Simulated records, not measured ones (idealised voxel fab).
A process module follows: voxel quadruple lines.
cross-section cut | 175 nm wide | cells 5 nm
Format of a cross-section: grid, square cells. Given as bands. Order: top down. Band: one or more rows of cells. Per band: top height and bottom height in nm, followed by the left-to-right materials and their widths in nm; "throughout" marks a single material spanning edge to edge, "air" marks empty space. Height 0 is the level under which the wafer as received is all one material. The lowest band goes on downwards, as in "0 down". The notation "30->40" denotes a width that varies across the rows of cells in the band, beginning at the first number in the top row, finishing at the second number in the bottom row, and changing by an identical amount from each row to the next. For the purposes of this document, the phrase "remains unaltered" attached to a step denotes that no cell within the cross-section was modified by that step. "Closed cavities": empty spaces of 8 cells or more with no open way to the top, each given as width x height at distance, distance from the left edge, all in nm. On each step's line, the part that comes after the settings is the simulator's own comment on the step. What "overlay nm" on a step's line means: if the step has a mask, that mask lay this far to the right of its planned place, or, when the value is negative, to the left.

**Steps in the process plan**
1: op RECEIVE | material Si
2: op CONFORMAL_DEP | material SiO2 | thk nm 5
3: op DIRECTIONAL_DEP | material TiN | thk nm 15
4: op DIRECTIONAL_DEP | material polySi | thk nm 15
5: op DIRECTIONAL_DEP | material aC | thk nm 20
6: op PATTERN | tone cover | mask id MANDREL | material resist | width nm 35 | thk nm 30 | overlay nm 0
7: op DIRECTIONAL_ETCH | etch materials aC | depth nm 20
8: op STRIP | etch materials resist
9: op CONFORMAL_DEP | material SiO2 | thk nm 15
10: op DIRECTIONAL_ETCH | etch materials SiO2 | depth nm 15
11: op STRIP | etch materials aC
12: op DIRECTIONAL_ETCH | etch materials polySi | depth nm 15
13: op STRIP | etch materials SiO2
14: op CONFORMAL_DEP | material SiCN | thk nm 10
15: op DIRECTIONAL_ETCH | etch materials SiCN | depth nm 10
16: op STRIP | etch materials polySi
17: op DIRECTIONAL_ETCH | etch materials TiN | depth nm 15
18: op STRIP | etch materials SiCN
19: op FILL_DEP | material SiO2 | thk nm 5
20: op CMP | height nm 20

**First out of two wafers; run went to plan**

**Here's what the wafer looked like in cross-section when it arrived - that's after step 1**
    0 down: Si throughout
    Closed cavities: none

**Wafer xsec, post step 2**
    5 to 0: SiO2 throughout
    Rest of section, below 0: as before.

**Wafer xsec, post step 3**
    20 to 5: TiN throughout
    Rest of section, below 5: as before.

**Wafer xsec, post step 4**
    35 to 20: polySi throughout
    Rest of section, below 20: as before.

**Wafer xsec, post step 5**
    55 to 35: aC throughout
    Rest of section, below 35: as before.

**Wafer xsec, post step 6**
    85 to 55: 70 nm air  35 nm resist  70 nm air
    Rest of section, below 55: as before.

**Wafer xsec, post step 7**
    65 to 55: 70 nm air  35 nm resist  70 nm air
    55 to 35: 70 nm air  35 nm aC  70 nm air
    Rest of section, below 35: as before.

**Wafer xsec, post step 8**
    55 to 35: 70 nm air  35 nm aC  70 nm air
    Rest of section, below 35: as before.

**Wafer xsec, post step 9**
    70 to 55: 55 nm air  65 nm SiO2  55 nm air
    55 to 50: 55 nm air  15 nm SiO2  35 nm aC  15 nm SiO2  55 nm air
    50 to 35: 70 nm SiO2  35 nm aC  70 nm SiO2
    Rest of section, below 35: as before.

**Wafer xsec, post step 10**
    55 to 35: 55 nm air  15 nm SiO2  35 nm aC  15 nm SiO2  55 nm air
    Rest of section, below 35: as before.

**Wafer xsec, post step 11**
    55 to 35: 55 nm air  15 nm SiO2  35 nm air  15 nm SiO2  55 nm air
    Rest of section, below 35: as before.

**Wafer xsec, post step 12**
    55 to 35: 55 nm air  15 nm SiO2  35 nm air  15 nm SiO2  55 nm air
    35 to 20: 55 nm air  15 nm polySi  35 nm air  15 nm polySi  55 nm air
    Rest of section, below 20: as before.

**Wafer xsec, post step 13**
    35 to 20: 55 nm air  15 nm polySi  35 nm air  15 nm polySi  55 nm air
    Rest of section, below 20: as before.

**Wafer xsec, post step 14**
    45 to 35: 45 nm air  35 nm SiCN  15 nm air  35 nm SiCN  45 nm air
    35 to 30: 45 nm air  10 nm SiCN  15 nm polySi  10 nm SiCN  15 nm air  10 nm SiCN  15 nm polySi  10 nm SiCN  45 nm air
    30 to 20: 55 nm SiCN  15 nm polySi  35 nm SiCN  15 nm polySi  55 nm SiCN
    Rest of section, below 20: as before.

**Wafer xsec, post step 15**
    35 to 20: 45 nm air  10 nm SiCN  15 nm polySi  10 nm SiCN  15 nm air  10 nm SiCN  15 nm polySi  10 nm SiCN  45 nm air
    Rest of section, below 20: as before.

**Wafer xsec, post step 16**
    35 to 20: 45 nm air  10 nm SiCN  15 nm air  10 nm SiCN  15 nm air  10 nm SiCN  15 nm air  10 nm SiCN  45 nm air
    Rest of section, below 20: as before.

**Wafer xsec, post step 17**
    35 to 20: 45 nm air  10 nm SiCN  15 nm air  10 nm SiCN  15 nm air  10 nm SiCN  15 nm air  10 nm SiCN  45 nm air
    20 to 5: 45 nm air  10 nm TiN  15 nm air  10 nm TiN  15 nm air  10 nm TiN  15 nm air  10 nm TiN  45 nm air
    Rest of section, below 5: as before.

**Wafer xsec, post step 18**
    20 to 5: 45 nm air  10 nm TiN  15 nm air  10 nm TiN  15 nm air  10 nm TiN  15 nm air  10 nm TiN  45 nm air
    Rest of section, below 5: as before.

**Wafer xsec, post step 19**
    25 to 20: SiO2 throughout
    20 to 5: 45 nm SiO2  10 nm TiN  15 nm SiO2  10 nm TiN  15 nm SiO2  10 nm TiN  15 nm SiO2  10 nm TiN  45 nm SiO2
    Rest of section, below 5: as before.

**Wafer xsec, post step 20**
    20 to 5: 45 nm SiO2  10 nm TiN  15 nm SiO2  10 nm TiN  15 nm SiO2  10 nm TiN  15 nm SiO2  10 nm TiN  45 nm SiO2
    Rest of section, below 5: as before.

**Okay, second wafer. Nothing different at the start, nothing different in the plan, just one mistake somewhere in the running. As far as step 5, counting that step, it's the first wafer all over again**

**Cross-sectional view of the second wafer at the intended end time of process step 6**
    85 to 55: 75 nm air  30 nm resist  70 nm air
    Rest of section, below 55: as before.

**Cross-sectional view of the second wafer at the intended end time of process step 7**
    65 to 55: 75 nm air  30 nm resist  70 nm air
    55 to 35: 75 nm air  30 nm aC  70 nm air
    Rest of section, below 35: as before.

**Cross-sectional view of the second wafer at the intended end time of process step 8**
    55 to 35: 75 nm air  30 nm aC  70 nm air
    Rest of section, below 35: as before.

**Cross-sectional view of the second wafer at the intended end time of process step 9**
    70 to 55: 60 nm air  60 nm SiO2  55 nm air
    55 to 50: 60 nm air  15 nm SiO2  30 nm aC  15 nm SiO2  55 nm air
    50 to 35: 75 nm SiO2  30 nm aC  70 nm SiO2
    Rest of section, below 35: as before.

**Cross-sectional view of the second wafer at the intended end time of process step 10**
    55 to 35: 60 nm air  15 nm SiO2  30 nm aC  15 nm SiO2  55 nm air
    Rest of section, below 35: as before.

**Cross-sectional view of the second wafer at the intended end time of process step 11**
    55 to 35: 60 nm air  15 nm SiO2  30 nm air  15 nm SiO2  55 nm air
    Rest of section, below 35: as before.

**Cross-sectional view of the second wafer at the intended end time of process step 12**
    55 to 35: 60 nm air  15 nm SiO2  30 nm air  15 nm SiO2  55 nm air
    35 to 20: 60 nm air  15 nm polySi  30 nm air  15 nm polySi  55 nm air
    Rest of section, below 20: as before.

**Cross-sectional view of the second wafer at the intended end time of process step 13**
    35 to 20: 60 nm air  15 nm polySi  30 nm air  15 nm polySi  55 nm air
    Rest of section, below 20: as before.

**Cross-sectional view of the second wafer at the intended end time of process step 14**
    45 to 35: 50 nm air  35 nm SiCN  10 nm air  35 nm SiCN  45 nm air
    35 to 30: 50 nm air  10 nm SiCN  15 nm polySi  10 nm SiCN  10 nm air  10 nm SiCN  15 nm polySi  10 nm SiCN  45 nm air
    30 to 20: 60 nm SiCN  15 nm polySi  30 nm SiCN  15 nm polySi  55 nm SiCN
    Rest of section, below 20: as before.

**Cross-sectional view of the second wafer at the intended end time of process step 15**
    35 to 20: 50 nm air  10 nm SiCN  15 nm polySi  10 nm SiCN  10 nm air  10 nm SiCN  15 nm polySi  10 nm SiCN  45 nm air
    Rest of section, below 20: as before.

**Cross-sectional view of the second wafer at the intended end time of process step 16**
    35 to 20: 50 nm air  10 nm SiCN  15 nm air  10 nm SiCN  10 nm air  10 nm SiCN  15 nm air  10 nm SiCN  45 nm air
    Rest of section, below 20: as before.

**Cross-sectional view of the second wafer at the intended end time of process step 17**
    35 to 20: 50 nm air  10 nm SiCN  15 nm air  10 nm SiCN  10 nm air  10 nm SiCN  15 nm air  10 nm SiCN  45 nm air
    20 to 5: 50 nm air  10 nm TiN  15 nm air  10 nm TiN  10 nm air  10 nm TiN  15 nm air  10 nm TiN  45 nm air
    Rest of section, below 5: as before.

**Cross-sectional view of the second wafer at the intended end time of process step 18**
    20 to 5: 50 nm air  10 nm TiN  15 nm air  10 nm TiN  10 nm air  10 nm TiN  15 nm air  10 nm TiN  45 nm air
    Rest of section, below 5: as before.

**Cross-sectional view of the second wafer at the intended end time of process step 19**
    25 to 20: SiO2 throughout
    20 to 5: 50 nm SiO2  10 nm TiN  15 nm SiO2  10 nm TiN  10 nm SiO2  10 nm TiN  15 nm SiO2  10 nm TiN  45 nm SiO2
    Rest of section, below 5: as before.

**Cross-sectional view of the second wafer at the intended end time of process step 20**
    20 to 5: 50 nm SiO2  10 nm TiN  15 nm SiO2  10 nm TiN  10 nm SiO2  10 nm TiN  15 nm SiO2  10 nm TiN  45 nm SiO2
    Rest of section, below 5: as before.
Where did the run depart from the plan? it should be noted that step 6 was executed with settings other than those planned, the operation and settings actually applied being op PATTERN | tone cover | mask id MANDREL | material resist | width nm 30 | thk nm 30 | overlay nm 0
When the process is done, the second wafer contains the same cell count of every material as the first wafer, but distributed over other locations.
